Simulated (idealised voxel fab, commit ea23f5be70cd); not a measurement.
voxel gate over fins: a process module
240 nm wide, 5 nm square cells: that's cross-section cut.
Cross-sections here: square-cell grids, written as top-down lists of bands, a band being one or more rows of cells. Band entry format. Leading values: height of top, height of bottom, nm. Remainder: materials in left-to-right order, each with its width in nm. Special words: "everywhere" on a single material, which then fills the band edge to edge; "air", empty space. The reference from which all heights are counted is 0, the level beneath which the as-received wafer is entirely one material; the lowest band, having no lower bound, proceeds downward and is written after the example "0 and below". Width spec "30->40" -> top row of cells at first value, bottom row at second value, equal per-row change in between. No cell of the cross-section changed in a step that is given as "everything unchanged". "Closed internal cavities" means: voids of 8 cells or more that are shut off from the top with no open way through. Written width x height at distance, distance from the left edge, in nm. Formally, on a step line, whatever follows the settings is a remark that the simulator itself makes on the step. The "overlay nm" setting may appear on a step's line; for a step that uses a mask, it gives how far to the right of its planned position the mask lay, and a negative value indicates the left.

### These are the steps we planned for the process
1: op RECEIVE | material Si
2: op CONFORMAL_DEP | material SiN | thk nm 5
3: op MASKED_ETCH | tone cover | mask id FINS | width nm 15 | pitch nm 40 | etch materials SiN | depth nm 5 | overlay nm -15
4: op MASKED_ETCH | tone cover | mask id FINS | width nm 15 | pitch nm 40 | etch materials Si | depth nm 40 | overlay nm 0
5: op OXIDIZE | depth nm 5
6: op FILL_DEP | material SiO2 | thk nm 15
7: op CMP | height nm 5
8: op SELECTIVE_ETCH | etch materials SiO2 | depth nm 15
9: op STRIP | etch materials SiN
10: op CONFORMAL_DEP | material HfO2 | thk nm 5
11: op CONFORMAL_DEP | material TiN | thk nm 5
12: op FILL_DEP | material W | thk nm 10
13: op CMP | height nm 15
14: op CONFORMAL_DEP | material SiCN | thk nm 5
Same starting wafers, different overlay nm at step 3. Plan value belongs to the first wafer.

### Cross-section of the first of several wafers on receipt, reflecting completion of step 1
    0 and below: Si everywhere
    Closed internal cavities: none

### Shown in cross-section: the first of several wafers at the end of the module, after its last step, step 14
    20 down to 15: SiCN everywhere
    15 down to 10: W everywhere
    10 down to 5: W (30), TiN (25), W (15), TiN (25), W (15), TiN (25), W (15), TiN (25), W (65)
    5 down to 0: W (30), TiN (5), HfO2 (15), TiN (25), HfO2 (15), TiN (25), HfO2 (15), TiN (25), HfO2 (15), TiN (20), W (50)
    0 down to -5: TiN (35), HfO2 (5), Si (5), HfO2 (20), TiN (10), HfO2 (5), Si (5), HfO2 (20), TiN (10), HfO2 (5), Si (5), HfO2 (20), TiN (10), HfO2 (5), Si (5), HfO2 (20), TiN (55)
    -5 down to -10: HfO2 (40), Si (20), HfO2 (20), Si (20), HfO2 (20), Si (20), HfO2 (20), Si (20), HfO2 (60)
    -10 down to -45: SiO2 (40), Si (20), SiO2 (20), Si (20), SiO2 (20), Si (20), SiO2 (20), Si (20), SiO2 (60)
    -45 and below: Si everywhere
    Closed internal cavities: none

### Final wafer of several, shown in cross-section at the end of the module
    20 down to 15: SiCN everywhere
    15 down to 10: W everywhere
    10 down to 5: W (60), TiN (25), W (15), TiN (25), W (15), TiN (25), W (15), TiN (25), W (35)
    5 down to 0: W (45), TiN (20), HfO2 (15), TiN (25), HfO2 (15), TiN (25), HfO2 (15), TiN (25), HfO2 (15), TiN (5), W (35)
    0 down to -5: TiN (50), HfO2 (20), Si (5), HfO2 (5), TiN (10), HfO2 (20), Si (5), HfO2 (5), TiN (10), HfO2 (20), Si (5), HfO2 (5), TiN (10), HfO2 (20), Si (5), HfO2 (5), TiN (40)
    -5 down to -10: HfO2 (55), Si (20), HfO2 (20), Si (20), HfO2 (20), Si (20), HfO2 (20), Si (20), HfO2 (45)
    -10 down to -45: SiO2 (55), Si (20), SiO2 (20), Si (20), SiO2 (20), Si (20), SiO2 (20), Si (20), SiO2 (45)
    -45 and below: Si everywhere
    Closed internal cavities: none

### For your reference, the table is organized with a row per wafer; each row reflects the wafer at the end of the module, indicating for each material the cells gained (+) or lost (-) since receipt, and thereafter its closed voids
overlay nm -15; +64 HfO2; -300 Si; +48 SiCN; +224 SiO2; +64 TiN; +92 W; Closed internal cavities: none
overlay nm -10; +64 HfO2; -332 Si; +48 SiCN; +252 SiO2; +64 TiN; +96 W; Closed internal cavities: none
overlay nm -5; +64 HfO2; -364 Si; +48 SiCN; +280 SiO2; +64 TiN; +100 W; Closed internal cavities: none
overlay nm 0; +64 HfO2; -396 Si; +48 SiCN; +308 SiO2; +64 TiN; +104 W; Closed internal cavities: none
overlay nm 5; +64 HfO2; -364 Si; +48 SiCN; +280 SiO2; +64 TiN; +100 W; Closed internal cavities: none
overlay nm 10; +64 HfO2; -332 Si; +48 SiCN; +252 SiO2; +64 TiN; +96 W; Closed internal cavities: none
overlay nm 15; +64 HfO2; -300 Si; +48 SiCN; +224 SiO2; +64 TiN; +92 W; Closed internal cavities: none
